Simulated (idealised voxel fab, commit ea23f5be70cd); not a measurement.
process module | voxel trench capacitor
cross-section cut | 225 nm wide | cells 5 nm
A cross-section is a grid of square cells, given in bands from the top down. A band is one or more rows of cells.
Each band's line starts with the height of the band's top and of its bottom, in nm. Then come its materials from left to right, each with its width in nm. One material with "throughout" fills the band from edge to edge. "air" is empty space.
Height 0 is the level under which the wafer as received is all one material. The lowest band goes on downwards, as in "0 down".
A width such as "30 to 40" changes by the same amount from each row of cells to the next, from the band's top row to its bottom row.
"no change" after a step means that no cell of the cross-section changed.
closed voids: empty space of 8 cells or more with no open way to the top, each as width x height at its distance from the left edge, in nm
after a step's settings: what the simulator itself notes on the step
overlay nm, on a step with a mask: how far to the right of its planned place the mask lay; to the left if negative
plan
1 op RECEIVE | material Si
2 op CONFORMAL_DEP | material SiN | thk nm 5
3 op PATTERN | tone open | mask id TRENCH | material resist | width nm 20 | pitch nm 55 | thk nm 20 | overlay nm 0
4 op DIRECTIONAL_ETCH | etch materials SiN | depth nm 5
5 op DIRECTIONAL_ETCH | etch materials Si | depth nm 35
6 op STRIP | etch materials resist
7 op CONFORMAL_DEP | material Al2O3 | thk nm 5
8 op CONFORMAL_DEP | material TiN | thk nm 5
9 op FILL_DEP | material W | thk nm 5
10 op CMP | height nm 5
varied across the wafers: width nm of step 3. The plan shows the first wafer's value. All wafers start alike
first wafer as received, after step 1
  0 down: Si throughout
  closed voids: none
each wafer at the end: cells of each material gained (+) or lost (-) since it was received, then its closed voids
width nm 20 | +54 Al2O3 | -84 Si | +33 SiN | +42 TiN | closed voids: none
width nm 25 | +57 Al2O3 | -105 Si | +30 SiN | +45 TiN | +18 W | closed voids: none
width nm 30 | +60 Al2O3 | -126 Si | +27 SiN | +48 TiN | +36 W | closed voids: none
width nm 35 | +63 Al2O3 | -147 Si | +24 SiN | +51 TiN | +54 W | closed voids: none
width nm 40 | +66 Al2O3 | -168 Si | +21 SiN | +54 TiN | +72 W | closed voids: none
